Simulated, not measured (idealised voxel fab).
process module | voxel capacitor over wiring
cross-section cut | 280 nm wide | cells 5 nm
A cross-section is a grid of square cells, given in bands from the top down. A band is one or more rows of cells.
Each band's line starts with the height of the band's top and of its bottom, in nm. Then come its materials from left to right, each with its width in nm. One material with "throughout" fills the band from edge to edge. "air" is empty space.
Height 0 is the level under which the wafer as received is all one material. The lowest band goes on downwards, as in "0 down".
A width such as "30 to 40" changes by the same amount from each row of cells to the next, from the band's top row to its bottom row.
"no change" after a step means that no cell of the cross-section changed.
closed voids: empty space of 8 cells or more with no open way to the top, each as width x height at its distance from the left edge, in nm
after a step's settings: what the simulator itself notes on the step
overlay nm, on a step with a mask: how far to the right of its planned place the mask lay; to the left if negative
plan
1 op RECEIVE | material Si
2 op CONFORMAL_DEP | material SiO2 | thk nm 10
3 op CONFORMAL_DEP | material SiN | thk nm 5
4 op DIRECTIONAL_DEP | material lowk | thk nm 25
5 op PATTERN | tone open | mask id METAL_1 | material resist | width nm 30 | pitch nm 80 | thk nm 20 | overlay nm 0
6 op DIRECTIONAL_ETCH | etch materials lowk | depth nm 25
7 op DIRECTIONAL_ETCH | etch materials SiN | depth nm 5
8 op STRIP | etch materials resist
9 op CONFORMAL_DEP | material TiN | thk nm 5
10 op FILL_DEP | material Cu | thk nm 10
11 op CMP | height nm 40
12 op CONFORMAL_DEP | material SiCN | thk nm 5
13 op DIRECTIONAL_DEP | material lowk | thk nm 20
14 op DIRECTIONAL_DEP | material aC | thk nm 15
15 op PATTERN | tone open | mask id PLUG_1 | material resist | width nm 15 | thk nm 35 | overlay nm 0
16 op DIRECTIONAL_ETCH | etch materials aC | depth nm 15
17 op STRIP | etch materials resist
18 op DIRECTIONAL_ETCH | etch materials lowk | depth nm 20
19 op DIRECTIONAL_ETCH | etch materials SiCN | depth nm 5
20 op STRIP | etch materials aC
21 op CONFORMAL_DEP | material TiN | thk nm 5
22 op FILL_DEP | material Ru | thk nm 10
23 op CMP | height nm 65
24 op DIRECTIONAL_DEP | material TiN | thk nm 10
25 op DIRECTIONAL_DEP | material HfO2 | thk nm 5
26 op DIRECTIONAL_DEP | material TiN | thk nm 5
27 op PATTERN | tone cover | mask id UPPER_PLATE | material resist | width nm 55 | thk nm 15 | overlay nm 0
28 op DIRECTIONAL_ETCH | etch materials TiN | depth nm 5
29 op DIRECTIONAL_ETCH | etch materials HfO2 | depth nm 5
30 op STRIP | etch materials resist
31 op PATTERN | tone cover | mask id LOWER_PLATE | material resist | width nm 65 | thk nm 15 | overlay nm 0
32 op DIRECTIONAL_ETCH | etch materials TiN | depth nm 10
33 op STRIP | etch materials resist
34 op FILL_DEP | material SiO2 | thk nm 20
35 op CMP | height nm 100
36 op PATTERN | tone open | mask id PLUG_2 | material resist | width nm 15 | thk nm 20 | overlay nm 0
37 op DIRECTIONAL_ETCH | etch materials SiO2 | depth nm 15
38 op STRIP | etch materials resist
39 op CONFORMAL_DEP | material TiN | thk nm 5
40 op FILL_DEP | material Ru | thk nm 10
41 op CMP | height nm 100
42 op CONFORMAL_DEP | material SiN | thk nm 5
first wafer, as planned
as received, after step 1
  0 down: Si throughout
  closed voids: none
after step 2
  10 to 0: SiO2 throughout
  below 0: unchanged
after step 3
  15 to 10: SiN throughout
  below 10: unchanged
after step 4
  40 to 15: lowk throughout
  below 15: unchanged
after step 5
  60 to 40: resist 85 | air 30 | resist 50 | air 30 | resist 85
  below 40: unchanged
after step 6
  60 to 40: resist 85 | air 30 | resist 50 | air 30 | resist 85
  40 to 15: lowk 85 | air 30 | lowk 50 | air 30 | lowk 85
  below 15: unchanged
after step 7
  60 to 40: resist 85 | air 30 | resist 50 | air 30 | resist 85
  40 to 15: lowk 85 | air 30 | lowk 50 | air 30 | lowk 85
  15 to 10: SiN 85 | air 30 | SiN 50 | air 30 | SiN 85
  below 10: unchanged
after step 8
  40 to 15: lowk 85 | air 30 | lowk 50 | air 30 | lowk 85
  below 15: unchanged
after step 9
  45 to 40: TiN 90 | air 20 | TiN 60 | air 20 | TiN 90
  40 to 15: lowk 85 | TiN 5 | air 20 | TiN 5 | lowk 50 | TiN 5 | air 20 | TiN 5 | lowk 85
  15 to 10: SiN 85 | TiN 30 | SiN 50 | TiN 30 | SiN 85
  below 10: unchanged
after step 10
  55 to 45: Cu throughout
  45 to 40: TiN 90 | Cu 20 | TiN 60 | Cu 20 | TiN 90
  40 to 15: lowk 85 | TiN 5 | Cu 20 | TiN 5 | lowk 50 | TiN 5 | Cu 20 | TiN 5 | lowk 85
  below 15: unchanged
after step 11
  40 to 15: lowk 85 | TiN 5 | Cu 20 | TiN 5 | lowk 50 | TiN 5 | Cu 20 | TiN 5 | lowk 85
  below 15: unchanged
after step 12
  45 to 40: SiCN throughout
  below 40: unchanged
after step 13
  65 to 45: lowk throughout
  below 45: unchanged
after step 14
  80 to 65: aC throughout
  below 65: unchanged
after step 15
  115 to 80: resist 100 | air 15 | resist 165
  below 80: unchanged
after step 16
  100 to 80: resist 100 | air 15 | resist 165
  80 to 65: aC 100 | air 15 | aC 165
  below 65: unchanged
after step 17
  80 to 65: aC 100 | air 15 | aC 165
  below 65: unchanged
after step 18
  80 to 65: aC 100 | air 15 | aC 165
  65 to 45: lowk 100 | air 15 | lowk 165
  below 45: unchanged
after step 19
  80 to 65: aC 100 | air 15 | aC 165
  65 to 45: lowk 100 | air 15 | lowk 165
  45 to 40: SiCN 100 | air 15 | SiCN 165
  below 40: unchanged
after step 20
  65 to 45: lowk 100 | air 15 | lowk 165
  below 45: unchanged
after step 21
  70 to 65: TiN 105 | air 5 | TiN 170
  65 to 45: lowk 100 | TiN 5 | air 5 | TiN 5 | lowk 165
  45 to 40: SiCN 100 | TiN 15 | SiCN 165
  below 40: unchanged
after step 22
  80 to 70: Ru throughout
  70 to 65: TiN 105 | Ru 5 | TiN 170
  65 to 45: lowk 100 | TiN 5 | Ru 5 | TiN 5 | lowk 165
  below 45: unchanged
after step 23
  65 to 45: lowk 100 | TiN 5 | Ru 5 | TiN 5 | lowk 165
  below 45: unchanged
after step 24
  75 to 65: TiN throughout
  below 65: unchanged
after step 25
  80 to 75: HfO2 throughout
  below 75: unchanged
after step 26
  85 to 80: TiN throughout
  below 80: unchanged
after step 27
  100 to 85: air 100 | resist 55 | air 125
  below 85: unchanged
after step 28
  100 to 85: air 100 | resist 55 | air 125
  85 to 80: air 100 | TiN 55 | air 125
  below 80: unchanged
after step 29
  100 to 85: air 100 | resist 55 | air 125
  85 to 80: air 100 | TiN 55 | air 125
  80 to 75: air 100 | HfO2 55 | air 125
  below 75: unchanged
after step 30
  85 to 80: air 100 | TiN 55 | air 125
  below 80: unchanged
after step 31
  100 to 85: air 95 | resist 65 | air 120
  85 to 80: air 95 | resist 5 | TiN 55 | resist 5 | air 120
  80 to 75: air 95 | resist 5 | HfO2 55 | resist 5 | air 120
  below 75: unchanged
after step 32
  100 to 85: air 95 | resist 65 | air 120
  85 to 80: air 95 | resist 5 | TiN 55 | resist 5 | air 120
  80 to 75: air 95 | resist 5 | HfO2 55 | resist 5 | air 120
  75 to 65: air 95 | TiN 65 | air 120
  below 65: unchanged
after step 33
  85 to 80: air 100 | TiN 55 | air 125
  80 to 75: air 100 | HfO2 55 | air 125
  below 75: unchanged
after step 34
  105 to 85: SiO2 throughout
  85 to 80: SiO2 100 | TiN 55 | SiO2 125
  80 to 75: SiO2 100 | HfO2 55 | SiO2 125
  75 to 65: SiO2 95 | TiN 65 | SiO2 120
  below 65: unchanged
after step 35
  100 to 85: SiO2 throughout
  below 85: unchanged
after step 36
  120 to 100: resist 110 | air 15 | resist 155
  below 100: unchanged
after step 37
  120 to 100: resist 110 | air 15 | resist 155
  100 to 85: SiO2 110 | air 15 | SiO2 155
  below 85: unchanged
after step 38
  100 to 85: SiO2 110 | air 15 | SiO2 155
  below 85: unchanged
after step 39
  105 to 100: TiN 115 | air 5 | TiN 160
  100 to 90: SiO2 110 | TiN 5 | air 5 | TiN 5 | SiO2 155
  90 to 80: SiO2 110 to 100 | TiN 15 to 55 | SiO2 155 to 125
  below 80: unchanged
after step 40
  115 to 105: Ru throughout
  105 to 100: TiN 115 | Ru 5 | TiN 160
  100 to 90: SiO2 110 | TiN 5 | Ru 5 | TiN 5 | SiO2 155
  below 90: unchanged
after step 41
  100 to 90: SiO2 110 | TiN 5 | Ru 5 | TiN 5 | SiO2 155
  below 90: unchanged
after step 42
  105 to 100: SiN throughout
  below 100: unchanged
second wafer: like start, like plan, one mistake. Through step 36 it matches the first wafer
when step 37 should have ended
  120 to 100: resist 110 | air 15 | resist 155
  100 to 95: SiO2 110 | air 15 | SiO2 155
  below 95: unchanged
when step 38 should have ended
  100 to 95: SiO2 110 | air 15 | SiO2 155
  below 95: unchanged
when step 39 should have ended
  105 to 100: TiN 115 | air 5 | TiN 160
  100 to 95: SiO2 110 | TiN 15 | SiO2 155
  below 95: unchanged
when step 40 should have ended
  115 to 105: Ru throughout
  105 to 100: TiN 115 | Ru 5 | TiN 160
  below 100: unchanged
when step 41 should have ended
  100 to 95: SiO2 110 | TiN 15 | SiO2 155
  below 95: unchanged
when step 42 should have ended
  105 to 100: SiN throughout
  below 100: unchanged
what went wrong: step 37 ran as: op DIRECTIONAL_ETCH | etch materials SiO2 | depth nm 5
at the end the second wafer has, in cells: 2 fewer of Ru | 6 more of SiO2 | 4 fewer of TiN
